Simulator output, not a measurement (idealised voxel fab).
You're looking at the process module voxel self aligned vias.
Section shown: cut. Width: 245 nm. Cell size: 5 nm, square.
We lay out every cross-section as a grid of square cells and spell it out in bands from the top down, where one band means one or more rows of cells. Within each band entry, the heights of the top and of the bottom of the band appear first, in that order and in nm; the materials of the band then follow from left to right, each with its corresponding width in nm. The designation "edge to edge" on a single material indicates that it fills the band from edge to edge; the designation "empty" indicates empty space. Height is counted from the level 0, under which the received wafer is composed throughout of one material. The lowest of the bands is not closed at the bottom but continues downward, in the notation "0 down". The width entry "30..40" should be interpreted row by row: the top row of cells in the band takes the first number, the bottom row takes the second number, and the change between adjacent rows is uniform throughout. Where a step carries "nothing got changed", the cross-section came out of it unchanged, cell for cell. Reported under the label "closed voids" are the empty spaces having no open way to the top and comprising 8 cells or more; the notation for each is width x height at distance, in which the distance is measured from the left edge and all three values are in nm. On each step's line, the part that comes after the settings is the simulator's own comment on the step. The line of a step may include "overlay nm". On a step with a mask, this value is how far to the right of its planned place the mask lay. A negative value means the mask lay to the left.
Process steps foreseen in the plan
- 1: RECEIVE,material Si
- 2: CONFORMAL_DEP,material SiO2,thk nm 10
- 3: CONFORMAL_DEP,material SiCN,thk nm 5
- 4: DIRECTIONAL_DEP,material lowk,thk nm 25
- 5: MASKED_ETCH,tone open,mask id LINES,width nm 25,pitch nm 60,etch materials lowk,depth nm 25,overlay nm 0
- 6: CONFORMAL_DEP,material TiN,thk nm 5
- 7: FILL_DEP,material W,thk nm 5
- 8: CMP,height nm 40
- 9: SELECTIVE_ETCH,etch materials W Ru TiN,depth nm 10
- 10: FILL_DEP,material SiN,thk nm 5
- 11: CMP,height nm 40
- 12: DIRECTIONAL_DEP,material lowk,thk nm 20
- 13: PATTERN,tone open,mask id VIAS,material resist,width nm 45,pitch nm 60,thk nm 20,overlay nm 0
- 14: DIRECTIONAL_ETCH,etch materials lowk,depth nm 20
- 15: DIRECTIONAL_ETCH,etch materials SiN,depth nm 10
- 16: STRIP,etch materials resist
- 17: CONFORMAL_DEP,material TiN,thk nm 5
- 18: FILL_DEP,material Ru,thk nm 5
- 19: CMP,height nm 60
- 20: CONFORMAL_DEP,material SiN,thk nm 5
Cross-sectional view of the wafer in its as-received condition, corresponding to the state after step 1
0 down | Si edge to edge
closed voids: none
Cross-sectional view of the first of the two wafers upon completion of the module, processed in accordance with the plan
65 to 60 | SiN edge to edge
60 to 45 | lowk (70) / TiN (5) / Ru (35) / TiN (5) / lowk (15) / TiN (5) / Ru (35) / TiN (5) / lowk (70)
45 to 35 | lowk (70..80) / TiN (15..5) / Ru (15) / TiN (15..5) / lowk (15..35) / TiN (15..5) / Ru (15) / TiN (15..5) / lowk (70..80)
35 to 30 | lowk (80) / TiN (25) / lowk (35) / TiN (25) / lowk (80)
30 to 20 | lowk (80) / TiN (5) / W (15) / TiN (5) / lowk (35) / TiN (5) / W (15) / TiN (5) / lowk (80)
20 to 15 | lowk (80) / TiN (25) / lowk (35) / TiN (25) / lowk (80)
15 to 10 | SiCN edge to edge
10 to 0 | SiO2 edge to edge
0 down | Si edge to edge
closed voids: none
So this is wafer number two of the two, cut at the end of the module - it started where the first did and had the same plan, we just got one thing wrong running it
65 to 60 | SiN edge to edge
60 to 40 | lowk (70) / TiN (5) / Ru (35) / TiN (5) / lowk (15) / TiN (5) / Ru (35) / TiN (5) / lowk (70)
40 to 35 | SiN (70) / TiN (15) / Ru (15) / TiN (15) / SiN (15) / TiN (15) / Ru (15) / TiN (15) / SiN (70)
35 to 30 | lowk (80) / TiN (25) / lowk (35) / TiN (25) / lowk (80)
30 to 20 | lowk (80) / TiN (5) / W (15) / TiN (5) / lowk (35) / TiN (5) / W (15) / TiN (5) / lowk (80)
20 to 15 | lowk (80) / TiN (25) / lowk (35) / TiN (25) / lowk (80)
15 to 10 | SiCN edge to edge
10 to 0 | SiO2 edge to edge
0 down | Si edge to edge
closed voids: none
The plan and the run diverged here: off-plan run, step 4, actual operation and settings DIRECTIONAL_DEP,material lowk,thk nm 20
Per the end-of-run cell counts, the second wafer holds more or fewer of some materials than the first: Ru +8; SiN +31; lowk -39
